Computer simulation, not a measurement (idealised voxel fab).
You're looking at the process module voxel transistor to metal.
It is cross-section cut that appears here, measuring 155 nm in width, its square cells being 5 nm in size.
The cross-sections in this document take the form of a grid made of square cells. They are written out as bands, in order from top to bottom. Each band consists of one or more rows of cells.
Heads up on the band format: heights come first, top then bottom, in nm. After that it's the materials left to right, each with its width in nm. A single material flagged "full width" fills the whole band edge to edge, and "air" means there's empty space there.
The reference from which all heights are counted is 0, the level beneath which the as-received wafer is entirely one material; the lowest band, having no lower bound, proceeds downward and is written after the example "0 and below".
Quick explanation for "30..40": the width changes in equal steps down the rows of cells, from the first number in the band's top row to the second number in its bottom row.
Take "same as before" at face value: in the step it is given for, the cross-section changed in none of its cells.
Heads up: "Closed-off voids" only lists the empty pockets with no open path to the top that are 8 cells or more, and it writes them as width x height at distance, distance from the left edge, in nm.
Whatever follows a step's settings on its line is a remark the simulator itself makes about that step.
Among the settings permitted on a step's line is "overlay nm"; applied to a step with a mask, it specifies the extent to which the mask lay to the right of its planned position, whereas a negative figure signifies a position to the left.

[Planned process steps]
1. RECEIVE (material Si)
2. CONFORMAL_DEP (material SiO2; thk nm 5)
3. CONFORMAL_DEP (material SiN; thk nm 15)
4. PATTERN (tone cover; mask id ACTIVE; material resist; width nm 105; thk nm 15; overlay nm 0)
5. DIRECTIONAL_ETCH (etch materials SiN; depth nm 15)
6. DIRECTIONAL_ETCH (etch materials SiO2; depth nm 5)
7. DIRECTIONAL_ETCH (etch materials Si; depth nm 20)
8. STRIP (etch materials resist)
9. OXIDIZE (depth nm 5)
10. FILL_DEP (material SiO2; thk nm 15)
11. CMP (height nm 20)
12. SELECTIVE_ETCH (etch materials SiO2; depth nm 15)
13. STRIP (etch materials SiN)
14. SELECTIVE_ETCH (etch materials SiO2; depth nm 5)
15. OXIDIZE (depth nm 5)
16. DIRECTIONAL_DEP (material polySi; thk nm 30)
17. DIRECTIONAL_DEP (material SiCN; thk nm 10)
18. DIRECTIONAL_DEP (material aC; thk nm 10)
19. PATTERN (tone cover; mask id GATE; material resist; width nm 25; thk nm 30; overlay nm 0)
20. DIRECTIONAL_ETCH (etch materials aC; depth nm 10)
21. STRIP (etch materials resist)
22. DIRECTIONAL_ETCH (etch materials SiCN; depth nm 20)
23. DIRECTIONAL_ETCH (etch materials polySi; depth nm 40)
24. STRIP (etch materials aC)
25. CONFORMAL_DEP (material SiO2; thk nm 5)
26. DIRECTIONAL_ETCH (etch materials SiO2; depth nm 5)
27. CONFORMAL_DEP (material SiN; thk nm 10)
28. DIRECTIONAL_ETCH (etch materials SiN; depth nm 10)
29. DIRECTIONAL_ETCH (etch materials SiO2; depth nm 5)
30. DIRECTIONAL_ETCH (etch materials Si; depth nm 15)
31. EPI (material nSi; thk nm 15)
32. FILL_DEP (material SiO2; thk nm 10)
33. CMP (height nm 40)
34. DIRECTIONAL_DEP (material SiO2; thk nm 15)
35. PATTERN (tone open; mask id CONTACT; material resist; width nm 30; pitch nm 65; thk nm 20; overlay nm 0)
36. DIRECTIONAL_ETCH (etch materials SiO2; depth nm 60)
37. STRIP (etch materials resist)
38. CONFORMAL_DEP (material TiN; thk nm 5)
39. FILL_DEP (material Ru; thk nm 5)
40. CMP (height nm 55)
41. CONFORMAL_DEP (material SiCN; thk nm 5)
42. DIRECTIONAL_DEP (material SiO2; thk nm 25)
43. MASKED_ETCH (tone open; mask id METAL_1; width nm 20; pitch nm 75; etch materials SiO2; depth nm 25; overlay nm 0)
44. MASKED_ETCH (tone open; mask id METAL_1; width nm 20; pitch nm 75; etch materials SiCN; depth nm 5; overlay nm 0)
45. CONFORMAL_DEP (material TiN; thk nm 5)
46. FILL_DEP (material Cu; thk nm 5)
47. CMP (height nm 85)
48. CONFORMAL_DEP (material SiN; thk nm 5)

[Received-state cross-section, reflecting completion of step 1]
    0 and below: Si full width
    Closed-off voids: none

[Wafer at module end, in section. Began as above, planned as above, run with one mistake]
    90 down to 85: SiN full width
    85 down to 60: SiO2=30  TiN=5  Cu=10  TiN=5  SiO2=55  TiN=5  Cu=10  TiN=5  SiO2=30
    60 down to 55: SiCN=30  TiN=20  SiCN=55  TiN=20  SiCN=30
    55 down to 45: SiO2=30  TiN=5  Ru=20  TiN=5  SiO2=35  TiN=5  Ru=20  TiN=5  SiO2=30
    45 down to 40: SiO2=30  TiN=5  Ru=15  TiN=10  SiO2=35  TiN=10  Ru=15  TiN=5  SiO2=30
    40 down to 30: SiO2=30  TiN=5  Ru=15  TiN=5  SiN=10  SiCN=25  SiN=10  TiN=5  Ru=15  TiN=5  SiO2=30
    30 down to 15: SiO2=30  TiN=5  Ru=15  TiN=5  SiN=10  polySi=25  SiN=10  TiN=5  Ru=15  TiN=5  SiO2=30
    15 down to 10: SiO2=30  TiN=25  SiN=10  polySi=25  SiN=10  TiN=25  SiO2=30
    10 down to 0: SiO2=30  TiN=10  nSi=15  SiN=10  polySi=25  SiN=10  nSi=15  TiN=10  SiO2=30
    0 down to -5: SiO2=30  TiN=10  nSi=15  SiN=10  SiO2=25  SiN=10  nSi=15  TiN=10  SiO2=30
    -5 down to -10: SiO2=25  nSi=30  Si=45  nSi=30  SiO2=25
    -10 down to -20: SiO2=30  nSi=25  Si=45  nSi=25  SiO2=30
    -20 down to -25: SiO2=30  Si=95  SiO2=30
    -25 and below: Si full width
    Closed-off voids: none
Here's what went sideways: step 25 was dropped from the plan's execution and never run
